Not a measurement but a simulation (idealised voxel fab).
You're looking at the process module voxel ribs on slabs.
Cross-section cut: width 145 nm, square cells of 5 nm.
Cross-sections here: square-cell grids, written as top-down lists of bands, a band being one or more rows of cells.
Heads up on the band format: heights come first, top then bottom, in nm. After that it's the materials left to right, each with its width in nm. A single material flagged "throughout" fills the whole band edge to edge, and "blank" means there's empty space there.
Beneath 0, the wafer as received is one material, and that level is where height counting begins. The lowest band goes on downward without a bottom; it is written like "z 0 and below".
The two numbers in a width such as "30..40" mark its ends across the band: the first belongs to the top row of cells, the second to the bottom row, and from each row to the next the width moves by the same amount.
Where the words "no change" appear for a step, the cross-section shows no cell changed by that step; every cell remained as before.
Heads up: "Sealed void list" only lists the empty pockets with no open path to the top that are 8 cells or more, and it writes them as width x height at distance, distance from the left edge, in nm.
Formally, on a step line, whatever follows the settings is a remark that the simulator itself makes on the step.
"overlay nm" denotes, for a step that has a mask, the displacement of the mask to the right of its planned place, with negative values corresponding to the left.

# List of planned process steps
step 1: RECEIVE: material Si
step 2: DIRECTIONAL_DEP: material SiO2, thk nm 25
step 3: DIRECTIONAL_DEP: material polySi, thk nm 25
step 4: PATTERN: tone cover, mask id RIB, material resist, width nm 20, thk nm 15, overlay nm 0
step 5: DIRECTIONAL_ETCH: etch materials polySi, depth nm 15
step 6: STRIP: etch materials resist
step 7: MASKED_ETCH: tone cover, mask id SLAB, width nm 80, etch materials polySi, depth nm 10, overlay nm 0
step 8: FILL_DEP: material SiO2, thk nm 15
step 9: CMP: height nm 60
step 10: DIRECTIONAL_DEP: material TiN, thk nm 5
step 11: PATTERN: tone cover, mask id HEATER, material resist, width nm 30, thk nm 20, overlay nm 0
step 12: DIRECTIONAL_ETCH: etch materials TiN, depth nm 5
step 13: STRIP: etch materials resist
step 14: CONFORMAL_DEP: material SiN, thk nm 5

# As-received wafer cross-section (after step 1)
> z 0 and below | Si throughout
> Sealed void list: none

# Cross-section, first of two wafers, end of module, run as planned
> z 70 to 65 | blank (50), then SiN (40), then blank (55)
> z 65 to 60 | SiN (55), then TiN (30), then SiN (60)
> z 60 to 50 | SiO2 throughout
> z 50 to 35 | SiO2 (60), then polySi (20), then SiO2 (65)
> z 35 to 25 | SiO2 (30), then polySi (80), then SiO2 (35)
> z 25 to 0 | SiO2 throughout
> z 0 and below | Si throughout
> Sealed void list: none

# Cross-section, wafer two of two, end of module: same start and plan as wafer one, one error in execution
> z 70 to 65 | blank (50), then SiN (40), then blank (55)
> z 65 to 60 | SiN (55), then TiN (30), then SiN (60)
> z 60 to 0 | SiO2 throughout
> z 0 and below | Si throughout
> Sealed void list: none
What broke from the plan during processing? step 3 did not happen as planned, as run it was DIRECTIONAL_DEP: material SiO2, thk nm 25
FYI, end of process, the second wafer has more or fewer cells of some materials than the first: 44 more of SiO2; 44 fewer of polySi
